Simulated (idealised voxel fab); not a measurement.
Name of the process module below: voxel air gaps
Pictured: cross-section cut, 235 nm wide, on a grid of 5 nm square cells.
A cross-section in this document is a grid of square cells, and it is written down as bands, the top band listed before the ones below it; a band is made up of one or more rows of cells. In this notation a band is specified by the heights of its top and bottom, in that order and in nm, after which its materials appear from left to right, each paired with its width in nm. The word "full width" attached to a single material means that material fills the band from edge to edge; the word "air" stands for empty space. For the purposes of this specification, 0 denotes the height below which the wafer in its as-received condition is composed wholly of one material, and the lowermost band, lacking a lower limit, extends downward without end, as expressed in "z 0 and below". The notation "30..40" denotes a width that varies across the rows of cells in the band, beginning at the first number in the top row, finishing at the second number in the bottom row, and changing by an identical amount from each row to the next. "nothing changed" for a step: no cell of the cross-section changed in that step. "Closed internal cavities": sealed empty spaces, 8 cells or more, no open way to top, listed width x height at distance, with distance from the left edge and width, height and distance in nm. Read whatever lies past the settings on a step's line as the simulator's own remark about the step. overlay nm: how far to the right of its planned place the mask lay on this masked step (negative: to the left).

**This section lists the process steps that were planned**
- 1: RECEIVE,material Si
- 2: CONFORMAL_DEP,material SiO2,thk nm 10
- 3: CONFORMAL_DEP,material SiN,thk nm 5
- 4: DIRECTIONAL_DEP,material SiO2,thk nm 40
- 5: DIRECTIONAL_DEP,material aC,thk nm 15
- 6: PATTERN,tone open,mask id LINES,material resist,width nm 25,pitch nm 55,thk nm 30,overlay nm 0
- 7: DIRECTIONAL_ETCH,etch materials aC,depth nm 15
- 8: STRIP,etch materials resist
- 9: DIRECTIONAL_ETCH,etch materials SiO2,depth nm 40
- 10: STRIP,etch materials aC
- 11: CONFORMAL_DEP,material TiN,thk nm 5
- 12: FILL_DEP,material Cu,thk nm 5
- 13: CMP,height nm 55
- 14: EPI,material Ru,thk nm 10
- 15: SELECTIVE_ETCH,etch materials SiO2,depth nm 50
- 16: CONFORMAL_DEP,material SiCN,thk nm 5

**Cross-section, incoming material, after step 1**
    z 0 and below | Si full width
    Closed internal cavities: none

**Look at the cross-section after the module: the wafer started out the way shown above and the plan was the one shown above, yet one mistake was made along the way**
    z 80 to 75 | SiCN full width
    z 75 to 55 | Ru 230 nm  SiCN 5 nm
    z 55 to 50 | SiO2 20 nm  TiN 5 nm  Cu 15 nm  TiN 5 nm  SiO2 30 nm  TiN 5 nm  Cu 15 nm  TiN 5 nm  SiO2 30 nm  TiN 5 nm  Cu 15 nm  TiN 5 nm  SiO2 30 nm  TiN 5 nm  Cu 15 nm  TiN 5 nm  SiCN 25 nm
    z 50 to 20 | SiO2 20 nm  TiN 5 nm  Cu 15 nm  TiN 5 nm  SiO2 30 nm  TiN 5 nm  Cu 15 nm  TiN 5 nm  SiO2 30 nm  TiN 5 nm  Cu 15 nm  TiN 5 nm  SiO2 30 nm  TiN 5 nm  Cu 15 nm  TiN 5 nm  SiCN 5 nm  air 20 nm
    z 20 to 15 | SiO2 20 nm  TiN 25 nm  SiO2 30 nm  TiN 25 nm  SiO2 30 nm  TiN 25 nm  SiO2 30 nm  TiN 25 nm  SiCN 25 nm
    z 15 to 10 | SiN full width
    z 10 to 0 | SiO2 full width
    z 0 and below | Si full width
    Closed internal cavities: 20 x 30 at 215
Error vs. plan: the plan had its step 14 run twice
